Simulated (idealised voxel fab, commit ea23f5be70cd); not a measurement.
Presented below is a process module, voxel ribs on slabs.
140 nm wide, 5 nm square cells: that's cross-section cut.
Think of the cross-section as a grid of square cells. We describe it in bands, top to bottom, and each band covers one or more rows of those cells. Per band: top height and bottom height in nm, followed by the left-to-right materials and their widths in nm; "everywhere" marks a single material spanning edge to edge, "blank" marks empty space. Heights are measured from 0, the level below which the as-received wafer is all one material; the lowest band has no bottom and continues downward, written as in "from 0 down". Per-row width for "30..40": begins at first number (top row of band), ends at second number (bottom row), increment between rows held constant. When a step is marked "all unchanged", none of the cells in the cross-section changed during that step. "Listed closed voids": empty spaces of 8 cells or more with no open way to the top, each given as width x height at distance, distance from the left edge, all in nm. Note: text after step settings on the step line = simulator remark on that step. The optional step-line setting "overlay nm" applies to steps with a mask and quantifies how far to the right of its planned location the mask lay, a negative value indicating leftward placement. Reading guide: pairs of cross-sections, before and after one process step; after view cut off at lowest changed band; step and settings listed under each pair. Pairs may stem from different runs of this module on the same starting wafer; continuity with the pair above only where the "Pre-process state" entry states it.
-- Pre-process state
    from 0 down = Si everywhere
    Listed closed voids: none
-- After the Step
    from 30 to 0 = SiO2 everywhere
    For the remainder of the cross-section, below 0, there is no change.
    Listed closed voids: none
Step lying between the two cross-sections just above: op DIRECTIONAL_DEP | material SiO2 | thk nm 30
Pre-process state: check the pair just above; its after cross-section is our before state.
-- After the Step
    from 50 to 30 = SiN everywhere
    For the remainder of the cross-section, below 30, there is no change.
    Listed closed voids: none
Step lying between the two cross-sections just above: op DIRECTIONAL_DEP | material SiN | thk nm 20
Pre-process state: check the pair just above; its after cross-section is our before state.
-- After the Step
    from 50 to 45 = blank (60) / SiN (20) / blank (60)
    For the remainder of the cross-section, below 45, there is no change.
    Listed closed voids: none
Step lying between the two cross-sections just above: op MASKED_ETCH | tone cover | mask id RIB | width nm 20 | etch materials SiN | depth nm 5 | overlay nm 0
Pre-process state: check the pair just above; its after cross-section is our before state.
-- After the Step
    from 65 to 50 = blank (45) / resist (50) / blank (45)
    from 50 to 45 = blank (45) / resist (15) / SiN (20) / resist (15) / blank (45)
    For the remainder of the cross-section, below 45, there is no change.
    Listed closed voids: none
Step lying between the two cross-sections just above: op PATTERN | tone cover | mask id SLAB | material resist | width nm 50 | thk nm 15 | overlay nm 0
Pre-process state: check the pair just above; its after cross-section is our before state.
-- After the Step
    from 65 to 50 = blank (45) / resist (50) / blank (45)
    from 50 to 45 = blank (45) / resist (15) / SiN (20) / resist (15) / blank (45)
    from 45 to 30 = blank (45) / SiN (50) / blank (45)
    For the remainder of the cross-section, below 30, there is no change.
    Listed closed voids: none
Step lying between the two cross-sections just above: op DIRECTIONAL_ETCH | etch materials SiN | depth nm 15
Pre-process state: check the pair just above; its after cross-section is our before state.
-- After the Step
    from 50 to 45 = blank (60) / SiN (20) / blank (60)
    For the remainder of the cross-section, below 45, there is no change.
    Listed closed voids: none
Step lying between the two cross-sections just above: op STRIP | etch materials resist
Pre-process state: check the pair just above; its after cross-section is our before state.
-- After the Step
    from 75 to 50 = SiO2 everywhere
    from 50 to 45 = SiO2 (60) / SiN (20) / SiO2 (60)
    from 45 to 30 = SiO2 (45) / SiN (50) / SiO2 (45)
    For the remainder of the cross-section, below 30, there is no change.
    Listed closed voids: none
Step lying between the two cross-sections just above: op FILL_DEP | material SiO2 | thk nm 25
Pre-process state: check the pair just above; its after cross-section is our before state.
-- After the Step
    from 65 to 50 = SiO2 everywhere
    For the remainder of the cross-section, below 50, there is no change.
    Listed closed voids: none
Step lying between the two cross-sections just above: op CMP | height nm 65
Pre-process state: check the pair just above; its after cross-section is our before state.
-- After the Step
    from 75 to 65 = W everywhere
    For the remainder of the cross-section, below 65, there is no change.
    Listed closed voids: none
Step lying between the two cross-sections just above: op DIRECTIONAL_DEP | material W | thk nm 10
Pre-process state: check the pair just above; its after cross-section is our before state.
-- After the Step
    from 90 to 75 = aC everywhere
    For the remainder of the cross-section, below 75, there is no change.
    Listed closed voids: none
Step lying between the two cross-sections just above: op DIRECTIONAL_DEP | material aC | thk nm 15
Pre-process state: check the pair just above; its after cross-section is our before state.
-- After the Step
    from 125 to 90 = blank (55) / resist (30) / blank (55)
    For the remainder of the cross-section, below 90, there is no change.
    Listed closed voids: none
Step lying between the two cross-sections just above: op PATTERN | tone cover | mask id HEATER | material resist | width nm 30 | thk nm 35 | overlay nm 0
Pre-process state: check the pair just above; its after cross-section is our before state.
-- After the Step
    from 110 to 90 = blank (55) / resist (30) / blank (55)
    from 90 to 75 = blank (55) / aC (30) / blank (55)
    For the remainder of the cross-section, below 75, there is no change.
    Listed closed voids: none
Step lying between the two cross-sections just above: op DIRECTIONAL_ETCH | etch materials aC | depth nm 15
Pre-process state: check the pair just above; its after cross-section is our before state.
-- After the Step
    from 90 to 75 = blank (55) / aC (30) / blank (55)
    For the remainder of the cross-section, below 75, there is no change.
    Listed closed voids: none
Step lying between the two cross-sections just above: op STRIP | etch materials resist
Pre-process state: check the pair just above; its after cross-section is our before state.
-- After the Step
    from 90 to 75 = blank (55) / aC (30) / blank (55)
    from 75 to 65 = blank (55) / W (30) / blank (55)
    For the remainder of the cross-section, below 65, there is no change.
    Listed closed voids: none
Step lying between the two cross-sections just above: op DIRECTIONAL_ETCH | etch materials W | depth nm 10
Pre-process state: check the pair just above; its after cross-section is our before state.
-- After the Step
    from 75 to 65 = blank (55) / W (30) / blank (55)
    For the remainder of the cross-section, below 65, there is no change.
    Listed closed voids: none
Step lying between the two cross-sections just above: op STRIP | etch materials aC
Pre-process state: check the pair just above; its after cross-section is our before state.
-- After the Step
    from 80 to 75 = blank (50) / SiN (40) / blank (50)
    from 75 to 70 = blank (50) / SiN (5) / W (30) / SiN (5) / blank (50)
    from 70 to 65 = SiN (55) / W (30) / SiN (55)
    For the remainder of the cross-section, below 65, there is no change.
    Listed closed voids: none
Step lying between the two cross-sections just above: op CONFORMAL_DEP | material SiN | thk nm 5
-- Pre-process state
    from 30 to 0 = SiO2 everywhere
    from 0 down = Si everywhere
    Listed closed voids: none
-- After the Step
    from 60 to 0 = SiO2 everywhere
    For the remainder of the cross-section, below 0, there is no change.
    Listed closed voids: none
Step lying between the two cross-sections just above: op DIRECTIONAL_DEP | material SiO2 | thk nm 30
Pre-process state: check the pair just above; its after cross-section is our before state.
-- After the Step
    from 80 to 60 = SiN everywhere
    For the remainder of the cross-section, below 60, there is no change.
    Listed closed voids: none
Step lying between the two cross-sections just above: op DIRECTIONAL_DEP | material SiN | thk nm 20
Pre-process state: check the pair just above; its after cross-section is our before state.
-- After the Step
    from 80 to 75 = blank (60) / SiN (20) / blank (60)
    For the remainder of the cross-section, below 75, there is no change.
    Listed closed voids: none
Step lying between the two cross-sections just above: op MASKED_ETCH | tone cover | mask id RIB | width nm 20 | etch materials SiN | depth nm 5 | overlay nm 0
Pre-process state: check the pair just above; its after cross-section is our before state.
-- After the Step
    from 95 to 80 = blank (45) / resist (50) / blank (45)
    from 80 to 75 = blank (45) / resist (15) / SiN (20) / resist (15) / blank (45)
    For the remainder of the cross-section, below 75, there is no change.
    Listed closed voids: none
Step lying between the two cross-sections just above: op PATTERN | tone cover | mask id SLAB | material resist | width nm 50 | thk nm 15 | overlay nm 0
Pre-process state: check the pair just above; its after cross-section is our before state.
-- After the Step
    from 95 to 80 = blank (45) / resist (50) / blank (45)
    from 80 to 75 = blank (45) / resist (15) / SiN (20) / resist (15) / blank (45)
    from 75 to 60 = blank (45) / SiN (50) / blank (45)
    For the remainder of the cross-section, below 60, there is no change.
    Listed closed voids: none
Step lying between the two cross-sections just above: op DIRECTIONAL_ETCH | etch materials SiN | depth nm 15
Pre-process state: check the pair just above; its after cross-section is our before state.
-- After the Step
    from 80 to 75 = blank (60) / SiN (20) / blank (60)
    For the remainder of the cross-section, below 75, there is no change.
    Listed closed voids: none
Step lying between the two cross-sections just above: op STRIP | etch materials resist
Pre-process state: check the pair just above; its after cross-section is our before state.
-- After the Step
    from 105 to 80 = SiO2 everywhere
    from 80 to 75 = SiO2 (60) / SiN (20) / SiO2 (60)
    from 75 to 60 = SiO2 (45) / SiN (50) / SiO2 (45)
    For the remainder of the cross-section, below 60, there is no change.
    Listed closed voids: none
Step lying between the two cross-sections just above: op FILL_DEP | material SiO2 | thk nm 25
Pre-process state: check the pair just above; its after cross-section is our before state.
-- After the Step
    from 65 to 60 = SiO2 (45) / SiN (50) / SiO2 (45)
    For the remainder of the cross-section, below 60, there is no change.
    Listed closed voids: none
Step lying between the two cross-sections just above: op CMP | height nm 65
Pre-process state: check the pair just above; its after cross-section is our before state.
-- After the Step
    from 75 to 65 = W everywhere
    For the remainder of the cross-section, below 65, there is no change.
    Listed closed voids: none
Step lying between the two cross-sections just above: op DIRECTIONAL_DEP | material W | thk nm 10
Pre-process state: check the pair just above; its after cross-section is our before state.
-- After the Step
    from 90 to 75 = aC everywhere
    For the remainder of the cross-section, below 75, there is no change.
    Listed closed voids: none
Step lying between the two cross-sections just above: op DIRECTIONAL_DEP | material aC | thk nm 15
Pre-process state: check the pair just above; its after cross-section is our before state.
-- After the Step
    from 125 to 90 = blank (55) / resist (30) / blank (55)
    For the remainder of the cross-section, below 90, there is no change.
    Listed closed voids: none
Step lying between the two cross-sections just above: op PATTERN | tone cover | mask id HEATER | material resist | width nm 30 | thk nm 35 | overlay nm 0
Pre-process state: check the pair just above; its after cross-section is our before state.
-- After the Step
    from 110 to 90 = blank (55) / resist (30) / blank (55)
    from 90 to 75 = blank (55) / aC (30) / blank (55)
    For the remainder of the cross-section, below 75, there is no change.
    Listed closed voids: none
Step lying between the two cross-sections just above: op DIRECTIONAL_ETCH | etch materials aC | depth nm 15
Pre-process state: check the pair just above; its after cross-section is our before state.
-- After the Step
    from 90 to 75 = blank (55) / aC (30) / blank (55)
    For the remainder of the cross-section, below 75, there is no change.
    Listed closed voids: none
Step lying between the two cross-sections just above: op STRIP | etch materials resist
Pre-process state: check the pair just above; its after cross-section is our before state.
-- After the Step
    from 90 to 75 = blank (55) / aC (30) / blank (55)
    from 75 to 65 = blank (55) / W (30) / blank (55)
    For the remainder of the cross-section, below 65, there is no change.
    Listed closed voids: none
Step lying between the two cross-sections just above: op DIRECTIONAL_ETCH | etch materials W | depth nm 10
Pre-process state: check the pair just above; its after cross-section is our before state.
-- After the Step
    from 75 to 65 = blank (55) / W (30) / blank (55)
    For the remainder of the cross-section, below 65, there is no change.
    Listed closed voids: none
Step lying between the two cross-sections just above: op STRIP | etch materials aC
Pre-process state: check the pair just above; its after cross-section is our before state.
-- After the Step
    from 80 to 75 = blank (50) / SiN (40) / blank (50)
    from 75 to 70 = blank (50) / SiN (5) / W (30) / SiN (5) / blank (50)
    from 70 to 65 = SiN (55) / W (30) / SiN (55)
    For the remainder of the cross-section, below 65, there is no change.
    Listed closed voids: none
Step lying between the two cross-sections just above: op CONFORMAL_DEP | material SiN | thk nm 5
-- Pre-process state
    from 0 down = Si everywhere
    Listed closed voids: none
-- After the Step
    from 20 to 0 = SiN everywhere
    For the remainder of the cross-section, below 0, there is no change.
    Listed closed voids: none
Step lying between the two cross-sections just above: op DIRECTIONAL_DEP | material SiN | thk nm 20
Pre-process state: check the pair just above; its after cross-section is our before state.
-- After the Step
    from 50 to 20 = SiO2 everywhere
    For the remainder of the cross-section, below 20, there is no change.
    Listed closed voids: none
Step lying between the two cross-sections just above: op DIRECTIONAL_DEP | material SiO2 | thk nm 30
Pre-process state: check the pair just above; its after cross-section is our before state.
-- After the Step
    from 65 to 50 = blank (45) / resist (50) / blank (45)
    For the remainder of the cross-section, below 50, there is no change.
    Listed closed voids: none
Step lying between the two cross-sections just above: op PATTERN | tone cover | mask id SLAB | material resist | width nm 50 | thk nm 15 | overlay nm 0
Pre-process state: check the pair just above; its after cross-section is our before state.
-- After the Step
    from 50 to 20 = SiO2 everywhere
    For the remainder of the cross-section, below 20, there is no change.
    Listed closed voids: none
Step lying between the two cross-sections just above: op STRIP | etch materials resist
Pre-process state: check the pair just above; its after cross-section is our before state.
-- After the Step
    from 75 to 20 = SiO2 everywhere
    For the remainder of the cross-section, below 20, there is no change.
    Listed closed voids: none
Step lying between the two cross-sections just above: op FILL_DEP | material SiO2 | thk nm 25
Pre-process state: check the pair just above; its after cross-section is our before state.
-- After the Step
    from 65 to 20 = SiO2 everywhere
    For the remainder of the cross-section, below 20, there is no change.
    Listed closed voids: none
Step lying between the two cross-sections just above: op CMP | height nm 65
Pre-process state: check the pair just above; its after cross-section is our before state.
-- After the Step
    from 75 to 65 = W everywhere
    For the remainder of the cross-section, below 65, there is no change.
    Listed closed voids: none
Step lying between the two cross-sections just above: op DIRECTIONAL_DEP | material W | thk nm 10
Pre-process state: check the pair just above; its after cross-section is our before state.
-- After the Step
    from 90 to 75 = aC everywhere
    For the remainder of the cross-section, below 75, there is no change.
    Listed closed voids: none
Step lying between the two cross-sections just above: op DIRECTIONAL_DEP | material aC | thk nm 15
Pre-process state: check the pair just above; its after cross-section is our before state.
-- After the Step
    from 125 to 90 = blank (55) / resist (30) / blank (55)
    For the remainder of the cross-section, below 90, there is no change.
    Listed closed voids: none
Step lying between the two cross-sections just above: op PATTERN | tone cover | mask id HEATER | material resist | width nm 30 | thk nm 35 | overlay nm 0
Pre-process state: check the pair just above; its after cross-section is our before state.
-- After the Step
    from 110 to 90 = blank (55) / resist (30) / blank (55)
    from 90 to 75 = blank (55) / aC (30) / blank (55)
    For the remainder of the cross-section, below 75, there is no change.
    Listed closed voids: none
Step lying between the two cross-sections just above: op DIRECTIONAL_ETCH | etch materials aC | depth nm 15
Pre-process state: check the pair just above; its after cross-section is our before state.
-- After the Step
    from 90 to 75 = blank (55) / aC (30) / blank (55)
    For the remainder of the cross-section, below 75, there is no change.
    Listed closed voids: none
Step lying between the two cross-sections just above: op STRIP | etch materials resist
Pre-process state: check the pair just above; its after cross-section is our before state.
-- After the Step
    from 90 to 75 = blank (55) / aC (30) / blank (55)
    from 75 to 65 = blank (55) / W (30) / blank (55)
    For the remainder of the cross-section, below 65, there is no change.
    Listed closed voids: none
Step lying between the two cross-sections just above: op DIRECTIONAL_ETCH | etch materials W | depth nm 10
Pre-process state: check the pair just above; its after cross-section is our before state.
-- After the Step
    from 75 to 65 = blank (55) / W (30) / blank (55)
    For the remainder of the cross-section, below 65, there is no change.
    Listed closed voids: none
Step lying between the two cross-sections just above: op STRIP | etch materials aC
Pre-process state: check the pair just above; its after cross-section is our before state.
-- After the Step
    from 80 to 75 = blank (50) / SiN (40) / blank (50)
    from 75 to 70 = blank (50) / SiN (5) / W (30) / SiN (5) / blank (50)
    from 70 to 65 = SiN (55) / W (30) / SiN (55)
    For the remainder of the cross-section, below 65, there is no change.
    Listed closed voids: none
Step lying between the two cross-sections just above: op CONFORMAL_DEP | material SiN | thk nm 5
-- Pre-process state
    from 65 to 50 = blank (45) / resist (50) / blank (45)
    from 50 to 45 = blank (45) / resist (15) / SiN (20) / resist (15) / blank (45)
    from 45 to 30 = SiN everywhere
    from 30 to 0 = SiO2 everywhere
    from 0 down = Si everywhere
    Listed closed voids: none
-- After the Step
    from 65 to 50 = blank (45) / resist (50) / blank (45)
    from 50 to 45 = blank (45) / resist (15) / SiN (20) / resist (15) / blank (45)
    from 45 to 35 = blank (45) / SiN (50) / blank (45)
    For the remainder of the cross-section, below 35, there is no change.
    Listed closed voids: none
Step lying between the two cross-sections just above: op DIRECTIONAL_ETCH | etch materials SiN | depth nm 10
Pre-process state: check the pair just above; its after cross-section is our before state.
-- After the Step
    from 50 to 45 = blank (60) / SiN (20) / blank (60)
    For the remainder of the cross-section, below 45, there is no change.
    Listed closed voids: none
Step lying between the two cross-sections just above: op STRIP | etch materials resist
Pre-process state: check the pair just above; its after cross-section is our before state.
-- After the Step
    from 75 to 50 = SiO2 everywhere
    from 50 to 45 = SiO2 (60) / SiN (20) / SiO2 (60)
    from 45 to 35 = SiO2 (45) / SiN (50) / SiO2 (45)
    For the remainder of the cross-section, below 35, there is no change.
    Listed closed voids: none
Step lying between the two cross-sections just above: op FILL_DEP | material SiO2 | thk nm 25
Pre-process state: check the pair just above; its after cross-section is our before state.
-- After the Step
    from 65 to 50 = SiO2 everywhere
    For the remainder of the cross-section, below 50, there is no change.
    Listed closed voids: none
Step lying between the two cross-sections just above: op CMP | height nm 65
Pre-process state: check the pair just above; its after cross-section is our before state.
-- After the Step
    from 75 to 65 = W everywhere
    For the remainder of the cross-section, below 65, there is no change.
    Listed closed voids: none
Step lying between the two cross-sections just above: op DIRECTIONAL_DEP | material W | thk nm 10
Pre-process state: check the pair just above; its after cross-section is our before state.
-- After the Step
    from 90 to 75 = aC everywhere
    For the remainder of the cross-section, below 75, there is no change.
    Listed closed voids: none
Step lying between the two cross-sections just above: op DIRECTIONAL_DEP | material aC | thk nm 15
Pre-process state: check the pair just above; its after cross-section is our before state.
-- After the Step
    from 125 to 90 = blank (55) / resist (30) / blank (55)
    For the remainder of the cross-section, below 90, there is no change.
    Listed closed voids: none
Step lying between the two cross-sections just above: op PATTERN | tone cover | mask id HEATER | material resist | width nm 30 | thk nm 35 | overlay nm 0
Pre-process state: check the pair just above; its after cross-section is our before state.
-- After the Step
    from 110 to 90 = blank (55) / resist (30) / blank (55)
    from 90 to 75 = blank (55) / aC (30) / blank (55)
    For the remainder of the cross-section, below 75, there is no change.
    Listed closed voids: none
Step lying between the two cross-sections just above: op DIRECTIONAL_ETCH | etch materials aC | depth nm 15
Pre-process state: check the pair just above; its after cross-section is our before state.
-- After the Step
    from 90 to 75 = blank (55) / aC (30) / blank (55)
    For the remainder of the cross-section, below 75, there is no change.
    Listed closed voids: none
Step lying between the two cross-sections just above: op STRIP | etch materials resist
Pre-process state: check the pair just above; its after cross-section is our before state.
-- After the Step
    from 90 to 75 = blank (55) / aC (30) / blank (55)
    from 75 to 65 = blank (55) / W (30) / blank (55)
    For the remainder of the cross-section, below 65, there is no change.
    Listed closed voids: none
Step lying between the two cross-sections just above: op DIRECTIONAL_ETCH | etch materials W | depth nm 10
Pre-process state: check the pair just above; its after cross-section is our before state.
-- After the Step
    from 75 to 65 = blank (55) / W (30) / blank (55)
    For the remainder of the cross-section, below 65, there is no change.
    Listed closed voids: none
Step lying between the two cross-sections just above: op STRIP | etch materials aC
Pre-process state: check the pair just above; its after cross-section is our before state.
-- After the Step
    from 80 to 75 = blank (50) / SiN (40) / blank (50)
    from 75 to 70 = blank (50) / SiN (5) / W (30) / SiN (5) / blank (50)
    from 70 to 65 = SiN (55) / W (30) / SiN (55)
    For the remainder of the cross-section, below 65, there is no change.
    Listed closed voids: none
Step lying between the two cross-sections just above: op CONFORMAL_DEP | material SiN | thk nm 5
-- Pre-process state
    from 90 to 75 = aC everywhere
    from 75 to 65 = W everywhere
    from 65 to 50 = SiO2 everywhere
    from 50 to 45 = SiO2 (60) / SiN (20) / SiO2 (60)
    from 45 to 30 = SiO2 (45) / SiN (50) / SiO2 (45)
    from 30 to 0 = SiO2 everywhere
    from 0 down = Si everywhere
    Listed closed voids: none
-- After the Step
    from 125 to 90 = blank (60) / resist (20) / blank (60)
    For the remainder of the cross-section, below 90, there is no change.
    Listed closed voids: none
Step lying between the two cross-sections just above: op PATTERN | tone cover | mask id HEATER | material resist | width nm 20 | thk nm 35 | overlay nm 0
Pre-process state: check the pair just above; its after cross-section is our before state.
-- After the Step
    from 110 to 90 = blank (60) / resist (20) / blank (60)
    from 90 to 75 = blank (60) / aC (20) / blank (60)
    For the remainder of the cross-section, below 75, there is no change.
    Listed closed voids: none
Step lying between the two cross-sections just above: op DIRECTIONAL_ETCH | etch materials aC | depth nm 15
Pre-process state: check the pair just above; its after cross-section is our before state.
-- After the Step
    from 90 to 75 = blank (60) / aC (20) / blank (60)
    For the remainder of the cross-section, below 75, there is no change.
    Listed closed voids: none
Step lying between the two cross-sections just above: op STRIP | etch materials resist
Pre-process state: check the pair just above; its after cross-section is our before state.
-- After the Step
    from 90 to 75 = blank (60) / aC (20) / blank (60)
    from 75 to 65 = blank (60) / W (20) / blank (60)
    For the remainder of the cross-section, below 65, there is no change.
    Listed closed voids: none
Step lying between the two cross-sections just above: op DIRECTIONAL_ETCH | etch materials W | depth nm 10
Pre-process state: check the pair just above; its after cross-section is our before state.
-- After the Step
    from 75 to 65 = blank (60) / W (20) / blank (60)
    For the remainder of the cross-section, below 65, there is no change.
    Listed closed voids: none
Step lying between the two cross-sections just above: op STRIP | etch materials aC
Pre-process state: check the pair just above; its after cross-section is our before state.
-- After the Step
    from 80 to 75 = blank (55) / SiN (30) / blank (55)
    from 75 to 70 = blank (55) / SiN (5) / W (20) / SiN (5) / blank (55)
    from 70 to 65 = SiN (60) / W (20) / SiN (60)
    For the remainder of the cross-section, below 65, there is no change.
    Listed closed voids: none
Step lying between the two cross-sections just above: op CONFORMAL_DEP | material SiN | thk nm 5
-- Pre-process state
    from 50 to 30 = SiN everywhere
    from 30 to 0 = SiO2 everywhere
    from 0 down = Si everywhere
    Listed closed voids: none
-- After the Step
    from 50 to 45 = blank (50) / SiN (20) / blank (70)
    For the remainder of the cross-section, below 45, there is no change.
    Listed closed voids: none
Step lying between the two cross-sections just above: op MASKED_ETCH | tone cover | mask id RIB | width nm 20 | etch materials SiN | depth nm 5 | overlay nm -10
Pre-process state: check the pair just above; its after cross-section is our before state.
-- After the Step
    from 65 to 50 = blank (45) / resist (50) / blank (45)
    from 50 to 45 = blank (45) / resist (5) / SiN (20) / resist (25) / blank (45)
    For the remainder of the cross-section, below 45, there is no change.
    Listed closed voids: none
Step lying between the two cross-sections just above: op PATTERN | tone cover | mask id SLAB | material resist | width nm 50 | thk nm 15 | overlay nm 0
Pre-process state: check the pair just above; its after cross-section is our before state.
-- After the Step
    from 65 to 50 = blank (45) / resist (50) / blank (45)
    from 50 to 45 = blank (45) / resist (5) / SiN (20) / resist (25) / blank (45)
    from 45 to 30 = blank (45) / SiN (50) / blank (45)
    For the remainder of the cross-section, below 30, there is no change.
    Listed closed voids: none
Step lying between the two cross-sections just above: op DIRECTIONAL_ETCH | etch materials SiN | depth nm 15
Pre-process state: check the pair just above; its after cross-section is our before state.
-- After the Step
    from 50 to 45 = blank (50) / SiN (20) / blank (70)
    For the remainder of the cross-section, below 45, there is no change.
    Listed closed voids: none
Step lying between the two cross-sections just above: op STRIP | etch materials resist
Pre-process state: check the pair just above; its after cross-section is our before state.
-- After the Step
    from 75 to 50 = SiO2 everywhere
    from 50 to 45 = SiO2 (50) / SiN (20) / SiO2 (70)
    from 45 to 30 = SiO2 (45) / SiN (50) / SiO2 (45)
    For the remainder of the cross-section, below 30, there is no change.
    Listed closed voids: none
Step lying between the two cross-sections just above: op FILL_DEP | material SiO2 | thk nm 25
Pre-process state: check the pair just above; its after cross-section is our before state.
-- After the Step
    from 65 to 50 = SiO2 everywhere
    For the remainder of the cross-section, below 50, there is no change.
    Listed closed voids: none
Step lying between the two cross-sections just above: op CMP | height nm 65
Pre-process state: check the pair just above; its after cross-section is our before state.
-- After the Step
    from 75 to 65 = W everywhere
    For the remainder of the cross-section, below 65, there is no change.
    Listed closed voids: none
Step lying between the two cross-sections just above: op DIRECTIONAL_DEP | material W | thk nm 10
Pre-process state: check the pair just above; its after cross-section is our before state.
-- After the Step
    from 90 to 75 = aC everywhere
    For the remainder of the cross-section, below 75, there is no change.
    Listed closed voids: none
Step lying between the two cross-sections just above: op DIRECTIONAL_DEP | material aC | thk nm 15
Pre-process state: check the pair just above; its after cross-section is our before state.
-- After the Step
    from 125 to 90 = blank (55) / resist (30) / blank (55)
    For the remainder of the cross-section, below 90, there is no change.
    Listed closed voids: none
Step lying between the two cross-sections just above: op PATTERN | tone cover | mask id HEATER | material resist | width nm 30 | thk nm 35 | overlay nm 0
Pre-process state: check the pair just above; its after cross-section is our before state.
-- After the Step
    from 110 to 90 = blank (55) / resist (30) / blank (55)
    from 90 to 75 = blank (55) / aC (30) / blank (55)
    For the remainder of the cross-section, below 75, there is no change.
    Listed closed voids: none
Step lying between the two cross-sections just above: op DIRECTIONAL_ETCH | etch materials aC | depth nm 15
Pre-process state: check the pair just above; its after cross-section is our before state.
-- After the Step
    from 90 to 75 = blank (55) / aC (30) / blank (55)
    For the remainder of the cross-section, below 75, there is no change.
    Listed closed voids: none
Step lying between the two cross-sections just above: op STRIP | etch materials resist
Pre-process state: check the pair just above; its after cross-section is our before state.
-- After the Step
    from 90 to 75 = blank (55) / aC (30) / blank (55)
    from 75 to 65 = blank (55) / W (30) / blank (55)
    For the remainder of the cross-section, below 65, there is no change.
    Listed closed voids: none
Step lying between the two cross-sections just above: op DIRECTIONAL_ETCH | etch materials W | depth nm 10
Pre-process state: check the pair just above; its after cross-section is our before state.
-- After the Step
    from 75 to 65 = blank (55) / W (30) / blank (55)
    For the remainder of the cross-section, below 65, there is no change.
    Listed closed voids: none
Step lying between the two cross-sections just above: op STRIP | etch materials aC
Pre-process state: check the pair just above; its after cross-section is our before state.
-- After the Step
    from 80 to 75 = blank (50) / SiN (40) / blank (50)
    from 75 to 70 = blank (50) / SiN (5) / W (30) / SiN (5) / blank (50)
    from 70 to 65 = SiN (55) / W (30) / SiN (55)
    For the remainder of the cross-section, below 65, there is no change.
    Listed closed voids: none
Step lying between the two cross-sections just above: op CONFORMAL_DEP | material SiN | thk nm 5
-- Pre-process state
    from 75 to 65 = W everywhere
    from 65 to 50 = SiO2 everywhere
    from 50 to 45 = SiO2 (60) / SiN (20) / SiO2 (60)
    from 45 to 30 = SiO2 (45) / SiN (50) / SiO2 (45)
    from 30 to 0 = SiO2 everywhere
    from 0 down = Si everywhere
    Listed closed voids: none
-- After the Step
    from 90 to 75 = SiN everywhere
    For the remainder of the cross-section, below 75, there is no change.
    Listed closed voids: none
Step lying between the two cross-sections just above: op DIRECTIONAL_DEP | material SiN | thk nm 15
Pre-process state: check the pair just above; its after cross-section is our before state.
-- After the Step
    from 125 to 90 = blank (55) / resist (30) / blank (55)
    For the remainder of the cross-section, below 90, there is no change.
    Listed closed voids: none
Step lying between the two cross-sections just above: op PATTERN | tone cover | mask id HEATER | material resist | width nm 30 | thk nm 35 | overlay nm 0
Pre-process state: check the pair just above; its after cross-section is our before state.
-- After the Step
    from 110 to 90 = blank (55) / resist (30) / blank (55)
    For the remainder of the cross-section, below 90, there is no change.
    Listed closed voids: none
Step lying between the two cross-sections just above: op DIRECTIONAL_ETCH | etch materials aC | depth nm 15
Pre-process state: check the pair just above; its after cross-section is our before state.
-- After the Step
    from 90 to 75 = SiN everywhere
    For the remainder of the cross-section, below 75, there is no change.
    Listed closed voids: none
Step lying between the two cross-sections just above: op STRIP | etch materials resist
Pre-process state: check the pair just above; its after cross-section is our before state.
-- After the Step
    from 95 to 75 = SiN everywhere
    For the remainder of the cross-section, below 75, there is no change.
    Listed closed voids: none
Step lying between the two cross-sections just above: op CONFORMAL_DEP | material SiN | thk nm 5
-- Pre-process state
    from 90 to 75 = aC everywhere
    from 75 to 65 = W everywhere
    from 65 to 50 = SiO2 everywhere
    from 50 to 45 = SiO2 (60) / SiN (20) / SiO2 (60)
    from 45 to 30 = SiO2 (45) / SiN (50) / SiO2 (45)
    from 30 to 0 = SiO2 everywhere
    from 0 down = Si everywhere
    Listed closed voids: none
-- After the Step
    from 125 to 90 = resist (55) / blank (30) / resist (55)
    For the remainder of the cross-section, below 90, there is no change.
    Listed closed voids: none
Step lying between the two cross-sections just above: op PATTERN | tone open | mask id HEATER | material resist | width nm 30 | thk nm 35 | overlay nm 0
Pre-process state: check the pair just above; its after cross-section is our before state.
-- After the Step
    from 110 to 90 = resist (55) / blank (30) / resist (55)
    from 90 to 75 = aC (55) / blank (30) / aC (55)
    For the remainder of the cross-section, below 75, there is no change.
    Listed closed voids: none
Step lying between the two cross-sections just above: op DIRECTIONAL_ETCH | etch materials aC | depth nm 15
Pre-process state: check the pair just above; its after cross-section is our before state.
-- After the Step
    from 90 to 75 = aC (55) / blank (30) / aC (55)
    For the remainder of the cross-section, below 75, there is no change.
    Listed closed voids: none
Step lying between the two cross-sections just above: op STRIP | etch materials resist
Pre-process state: check the pair just above; its after cross-section is our before state.
-- After the Step
    from 90 to 75 = aC (55) / blank (30) / aC (55)
    from 75 to 65 = W (55) / blank (30) / W (55)
    For the remainder of the cross-section, below 65, there is no change.
    Listed closed voids: none
Step lying between the two cross-sections just above: op DIRECTIONAL_ETCH | etch materials W | depth nm 10
Pre-process state: check the pair just above; its after cross-section is our before state.
-- After the Step
    from 75 to 65 = W (55) / blank (30) / W (55)
    For the remainder of the cross-section, below 65, there is no change.
    Listed closed voids: none
Step lying between the two cross-sections just above: op STRIP | etch materials aC
Pre-process state: check the pair just above; its after cross-section is our before state.
-- After the Step
    from 80 to 75 = SiN (60) / blank (20) / SiN (60)
    from 75 to 70 = W (55) / SiN (5) / blank (20) / SiN (5) / W (55)
    from 70 to 65 = W (55) / SiN (30) / W (55)
    For the remainder of the cross-section, below 65, there is no change.
    Listed closed voids: none
Step lying between the two cross-sections just above: op CONFORMAL_DEP | material SiN | thk nm 5
